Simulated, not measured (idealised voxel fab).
Presented below is a process module, voxel transistor to metal.
Displayed cross-section: cut, width of 215 nm, square cells sized 5 nm.
Format of a cross-section: grid, square cells. Given as bands. Order: top down. Band: one or more rows of cells. First you get the band's top height and its bottom height, in nm, and then the materials it's made of, left to right, with each width in nm. If you see a single material with "all across", that one covers the band edge to edge. "empty" is empty space. Counting heights begins at 0, where everything beneath is, in the wafer as received, one material. The lowest band has no bottom; it goes on downwards, as "top 0, no bottom" shows. Width: "30 to 40" (first number = top row, second number = bottom row, same change from row to row of cells). Where a step carries "no alterations made", the cross-section came out of it unchanged, cell for cell. The label "Enclosed internal cavities" introduces a list of the empty spaces, 8 cells or larger, that have no open way up to the top; each entry in it reads width x height at distance, where the distance is taken from the left edge and all three are stated in nm. On each step's line, the part that comes after the settings is the simulator's own comment on the step. Among the settings permitted on a step's line is "overlay nm"; applied to a step with a mask, it specifies the extent to which the mask lay to the right of its planned position, whereas a negative figure signifies a position to the left.
[List of planned process steps]
| 1 | RECEIVE [material Si] |
| 2 | CONFORMAL_DEP [material SiO2] [thk nm 5] |
| 3 | CONFORMAL_DEP [material SiN] [thk nm 15] |
| 4 | DIRECTIONAL_DEP [material aC] [thk nm 15] |
| 5 | PATTERN [tone cover] [mask id ACTIVE] [material resist] [width nm 120] [thk nm 35] [overlay nm 0] |
| 6 | DIRECTIONAL_ETCH [etch materials aC] [depth nm 15] |
| 7 | STRIP [etch materials resist] |
| 8 | DIRECTIONAL_ETCH [etch materials SiN] [depth nm 15] |
| 9 | DIRECTIONAL_ETCH [etch materials SiO2] [depth nm 5] |
| 10 | DIRECTIONAL_ETCH [etch materials Si] [depth nm 20] |
| 11 | STRIP [etch materials aC] |
| 12 | OXIDIZE [depth nm 5] |
| 13 | FILL_DEP [material SiO2] [thk nm 15] |
| 14 | CMP [height nm 20] |
| 15 | SELECTIVE_ETCH [etch materials SiO2] [depth nm 10] |
| 16 | STRIP [etch materials SiN] |
| 17 | SELECTIVE_ETCH [etch materials SiO2] [depth nm 5] |
| 18 | OXIDIZE [depth nm 5] |
| 19 | DIRECTIONAL_DEP [material polySi] [thk nm 25] |
| 20 | DIRECTIONAL_DEP [material SiCN] [thk nm 10] |
| 21 | MASKED_ETCH [tone cover] [mask id GATE] [width nm 30] [etch materials SiCN] [depth nm 20] [overlay nm 0] |
| 22 | MASKED_ETCH [tone cover] [mask id GATE] [width nm 30] [etch materials polySi] [depth nm 35] [overlay nm 0] |
| 23 | CONFORMAL_DEP [material SiO2] [thk nm 5] |
| 24 | DIRECTIONAL_ETCH [etch materials SiO2] [depth nm 5] |
| 25 | CONFORMAL_DEP [material SiN] [thk nm 10] |
| 26 | DIRECTIONAL_ETCH [etch materials SiN] [depth nm 10] |
| 27 | DIRECTIONAL_ETCH [etch materials SiO2] [depth nm 5] |
| 28 | EPI [material nSi] [thk nm 5] |
| 29 | FILL_DEP [material SiO2] [thk nm 10] |
| 30 | CMP [height nm 25] |
| 31 | STRIP [etch materials polySi] |
| 32 | SELECTIVE_ETCH [etch materials SiO2] [depth nm 5] |
| 33 | CONFORMAL_DEP [material HfO2] [thk nm 5] |
| 34 | CONFORMAL_DEP [material TiN] [thk nm 5] |
| 35 | FILL_DEP [material W] [thk nm 10] |
| 36 | CMP [height nm 20] |
| 37 | DIRECTIONAL_DEP [material SiO2] [thk nm 10] |
| 38 | PATTERN [tone open] [mask id CONTACT] [material resist] [width nm 20] [pitch nm 90] [thk nm 20] [overlay nm 0] |
| 39 | DIRECTIONAL_ETCH [etch materials SiO2] [depth nm 30] |
| 40 | STRIP [etch materials resist] |
| 41 | CONFORMAL_DEP [material TiN] [thk nm 5] |
| 42 | FILL_DEP [material Ru] [thk nm 5] |
| 43 | CMP [height nm 30] |
| 44 | DIRECTIONAL_DEP [material TiN] [thk nm 5] |
| 45 | DIRECTIONAL_DEP [material Ru] [thk nm 15] |
| 46 | PATTERN [tone cover] [mask id METAL_1] [material resist] [width nm 20] [pitch nm 90] [thk nm 20] [overlay nm 0] |
| 47 | DIRECTIONAL_ETCH [etch materials Ru] [depth nm 15] |
| 48 | DIRECTIONAL_ETCH [etch materials TiN] [depth nm 5] |
| 49 | STRIP [etch materials resist] |
| 50 | CONFORMAL_DEP [material SiCN] [thk nm 5] |
| 51 | FILL_DEP [material SiO2] [thk nm 5] |
| 52 | CMP [height nm 50] |
| 53 | CONFORMAL_DEP [material SiN] [thk nm 5] |
[Cross-section of the incoming wafer, state after step 1]
  top 0, no bottom = Si all across
  Enclosed internal cavities: none
[Wafer cross-section at end of module: start and plan as shown above, one execution error]
  top 55, bottom 50 = SiN all across
  top 50, bottom 45 = 50 of SiCN, 20 of TiN, 70 of SiCN, 20 of TiN, 55 of SiCN
  top 45, bottom 30 = Ru all across
  top 30, bottom 20 = 50 of SiO2, 5 of TiN, 10 of Ru, 5 of TiN, 70 of SiO2, 5 of TiN, 10 of Ru, 5 of TiN, 55 of SiO2
  top 20, bottom 10 = 50 of SiO2, 5 of TiN, 10 of Ru, 5 of TiN, 5 of SiO2, 10 of SiN, 5 of HfO2, 5 of TiN, 20 of W, 5 of TiN, 5 of HfO2, 10 of SiN, 5 of SiO2, 5 of TiN, 10 of Ru, 5 of TiN, 55 of SiO2
  top 10, bottom 5 = 50 of SiO2, 10 of TiN, 5 of Ru, 5 of TiN, 5 of SiO2, 10 of SiN, 5 of HfO2, 5 of TiN, 20 of W, 5 of TiN, 5 of HfO2, 10 of SiN, 5 of SiO2, 5 of TiN, 5 of Ru, 10 of TiN, 55 of SiO2
  top 5, bottom 0 = 45 of SiO2, 10 of SiN, 15 of TiN, 5 of SiO2, 10 of SiN, 5 of HfO2, 30 of TiN, 5 of HfO2, 10 of SiN, 5 of SiO2, 15 of TiN, 10 of SiN, 50 of SiO2
  top 0, bottom -5 = 55 of SiO2, 20 of nSi, 10 of SiO2, 40 of HfO2, 10 of SiO2, 20 of nSi, 60 of SiO2
  top -5, bottom -25 = 50 of SiO2, 110 of Si, 55 of SiO2
  top -25, no bottom = Si all across
  Enclosed internal cavities: none
Processing error: steps 44 and 45 run out of order (swapped)
